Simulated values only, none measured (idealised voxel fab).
process module | voxel local oxidation
cross-section cut | 250 nm wide | cells 5 nm
A cross-section is a grid of square cells, given in bands from the top down. A band is one or more rows of cells.
Each band's line starts with the height of the band's top and of its bottom, in nm. Then come its materials from left to right, each with its width in nm. One material with "throughout" fills the band from edge to edge. "air" is empty space.
Height 0 is the level under which the wafer as received is all one material. The lowest band goes on downwards, as in "0 down".
A width such as "30 to 40" changes by the same amount from each row of cells to the next, from the band's top row to its bottom row.
"no change" after a step means that no cell of the cross-section changed.
closed voids: empty space of 8 cells or more with no open way to the top, each as width x height at its distance from the left edge, in nm
after a step's settings: what the simulator itself notes on the step
overlay nm, on a step with a mask: how far to the right of its planned place the mask lay; to the left if negative
plan
1 op RECEIVE | material Si
2 op OXIDIZE | depth nm 5
3 op CONFORMAL_DEP | material SiN | thk nm 10
4 op PATTERN | tone cover | mask id ACTIVE | material resist | width nm 120 | thk nm 15 | overlay nm 0
5 op DIRECTIONAL_ETCH | etch materials SiN | depth nm 10
6 op STRIP | etch materials resist
7 op SELECTIVE_ETCH | etch materials SiO2 | depth nm 5
8 op OXIDIZE | depth nm 15
9 op STRIP | etch materials SiN
as received, after step 1
  0 down: Si throughout
  closed voids: none
a wafer at the end: this start, this plan, one mistake
  0 to -5: air 75 | SiO2 105 | air 70
  -5 to -20: SiO2 90 | Si 75 | SiO2 85
  -20 down: Si throughout
  closed voids: none
what went wrong: step 4 ran as: op PATTERN | tone cover | mask id ACTIVE | material resist | width nm 115 | thk nm 15 | overlay nm 0
